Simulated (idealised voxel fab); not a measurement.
process module | voxel wiring stack
cross-section cut | 250 nm wide | cells 5 nm
A cross-section is a grid of square cells, given in bands from the top down. A band is one or more rows of cells.
Each band's line starts with the height of the band's top and of its bottom, in nm. Then come its materials from left to right, each with its width in nm. One material with "throughout" fills the band from edge to edge. "air" is empty space.
Height 0 is the level under which the wafer as received is all one material. The lowest band goes on downwards, as in "0 down".
A width such as "30 to 40" changes by the same amount from each row of cells to the next, from the band's top row to its bottom row.
"no change" after a step means that no cell of the cross-section changed.
closed voids: empty space of 8 cells or more with no open way to the top, each as width x height at its distance from the left edge, in nm
after a step's settings: what the simulator itself notes on the step
overlay nm, on a step with a mask: how far to the right of its planned place the mask lay; to the left if negative
plan
1 op RECEIVE | material Si
2 op CONFORMAL_DEP | material SiO2 | thk nm 10
3 op CONFORMAL_DEP | material SiN | thk nm 5
4 op DIRECTIONAL_DEP | material SiO2 | thk nm 15
5 op MASKED_ETCH | tone open | mask id METAL_1 | width nm 25 | pitch nm 50 | etch materials SiO2 | depth nm 15 | overlay nm 0
6 op MASKED_ETCH | tone open | mask id METAL_1 | width nm 25 | pitch nm 50 | etch materials SiN | depth nm 5 | overlay nm 0
7 op CONFORMAL_DEP | material TiN | thk nm 5
8 op FILL_DEP | material Cu | thk nm 10
9 op CMP | height nm 30
10 op EPI | material Ru | thk nm 5
11 op FILL_DEP | material SiCN | thk nm 5
12 op DIRECTIONAL_DEP | material lowk | thk nm 15
13 op MASKED_ETCH | tone open | mask id PLUG_1 | width nm 15 | pitch nm 50 | etch materials lowk | depth nm 15 | overlay nm 0
14 op MASKED_ETCH | tone open | mask id PLUG_1 | width nm 15 | pitch nm 50 | etch materials SiCN | depth nm 5 | overlay nm 0
15 op EPI | material Ru | thk nm 10
16 op EPI | material Ru | thk nm 10
17 op CONFORMAL_DEP | material SiN | thk nm 5
18 op DIRECTIONAL_DEP | material SiO2 | thk nm 25
19 op PATTERN | tone open | mask id METAL_2 | material resist | width nm 25 | pitch nm 50 | thk nm 20 | overlay nm 0
20 op DIRECTIONAL_ETCH | etch materials SiO2 | depth nm 25
21 op DIRECTIONAL_ETCH | etch materials SiN | depth nm 5
22 op STRIP | etch materials resist
23 op CONFORMAL_DEP | material TiN | thk nm 5
24 op FILL_DEP | material Cu | thk nm 5
25 op CMP | height nm 85
26 op CONFORMAL_DEP | material SiN | thk nm 5
as received, after step 1
  0 down: Si throughout
  closed voids: none
a wafer at the end: this start, this plan, one mistake
  85 to 80: SiN throughout
  80 to 60: SiO2 85 | TiN 5 | Cu 15 | TiN 5 | SiO2 25 | TiN 5 | Cu 15 | TiN 5 | SiO2 90
  60 to 55: SiN 85 | TiN 25 | SiN 25 | TiN 25 | SiN 90
  55 to 40: lowk 85 | Ru 15 | lowk 35 | Ru 15 | lowk 100
  40 to 30: SiCN 85 to 80 | Ru 15 to 35 | SiCN 35 to 15 | Ru 15 to 35 | SiCN 100 to 85
  30 to 15: SiO2 85 | TiN 5 | Cu 15 | TiN 5 | SiO2 25 | TiN 5 | Cu 15 | TiN 5 | SiO2 90
  15 to 10: SiN 85 | TiN 25 | SiN 25 | TiN 25 | SiN 90
  10 to 0: SiO2 throughout
  0 down: Si throughout
  closed voids: none
what went wrong: step 25 ran as: op CMP | height nm 80
